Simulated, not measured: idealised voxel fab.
The name of this process module is voxel self aligned contacts.
In the cross-section labelled cut, the width is 220 nm and each square cell is 5 nm.
Just so we're on the same page, the cross-sections are grids of square cells, and they're listed out in bands top to bottom, each band one or more rows deep.
Per band: top height and bottom height in nm, followed by the left-to-right materials and their widths in nm; "edge to edge" marks a single material spanning edge to edge, "blank" marks empty space.
Heights are reckoned from 0. Under this level, the received wafer is all of one material. The bottommost band is open-ended downward, for example "0 and below".
So if you see something like "30 to 40" for the width, read it as the top row of the band sitting at the first number and the bottom row at the second, with every row in between moving by the same amount as the last.
The cross-section has no changed cell in any step marked "remains unaltered".
Look at "Completely sealed voids" for the closed voids: empty spaces with no open path to the top, sized 8 cells or up. Each is width x height at distance, distance from the left edge, all nm.
On each step's line, the part that comes after the settings is the simulator's own comment on the step.
The optional step-line setting "overlay nm" applies to steps with a mask and quantifies how far to the right of its planned location the mask lay, a negative value indicating leftward placement.

Here's what the planned process steps look like
1: RECEIVE,material Si
2: OXIDIZE,depth nm 5
3: DIRECTIONAL_DEP,material polySi,thk nm 30
4: DIRECTIONAL_DEP,material SiN,thk nm 25
5: PATTERN,tone cover,mask id GATE,material resist,width nm 30,pitch nm 70,thk nm 15,overlay nm 0
6: DIRECTIONAL_ETCH,etch materials SiN,depth nm 25
7: DIRECTIONAL_ETCH,etch materials polySi,depth nm 30
8: STRIP,etch materials resist
9: CONFORMAL_DEP,material SiN,thk nm 10
10: DIRECTIONAL_ETCH,etch materials SiN,depth nm 10
11: FILL_DEP,material SiO2,thk nm 15
12: CMP,height nm 60
13: PATTERN,tone open,mask id CONTACT,material resist,width nm 50,pitch nm 70,thk nm 15,overlay nm 0
14: DIRECTIONAL_ETCH,etch materials SiO2,depth nm 65
15: STRIP,etch materials resist
16: CONFORMAL_DEP,material TiN,thk nm 5
17: FILL_DEP,material W,thk nm 10
18: CMP,height nm 60
19: CONFORMAL_DEP,material SiN,thk nm 5

Cross-section, incoming material, after step 1
- 0 and below: Si edge to edge
- Completely sealed voids: none

Final cross-section, module run with one mistake (start and plan as above)
- 65 down to 60: SiN edge to edge
- 60 down to 55: 45 of SiO2  25 of TiN  10 of W  15 of TiN  20 of SiO2  25 of TiN  10 of W  15 of TiN  55 of SiO2
- 55 down to 30: 15 of SiO2  50 of SiN  5 of TiN  10 of W  5 of TiN  50 of SiN  5 of TiN  10 of W  5 of TiN  50 of SiN  15 of SiO2
- 30 down to 0: 15 of SiO2  10 of SiN  30 of polySi  10 of SiN  5 of TiN  10 of W  5 of TiN  10 of SiN  30 of polySi  10 of SiN  5 of TiN  10 of W  5 of TiN  10 of SiN  30 of polySi  10 of SiN  15 of SiO2
- 0 down to -5: 65 of SiO2  20 of TiN  50 of SiO2  20 of TiN  65 of SiO2
- -5 and below: Si edge to edge
- Completely sealed voids: none
Short version of what went wrong: off-plan run, step 13, actual operation and settings PATTERN,tone open,mask id CONTACT,material resist,width nm 50,pitch nm 70,thk nm 15,overlay nm -5
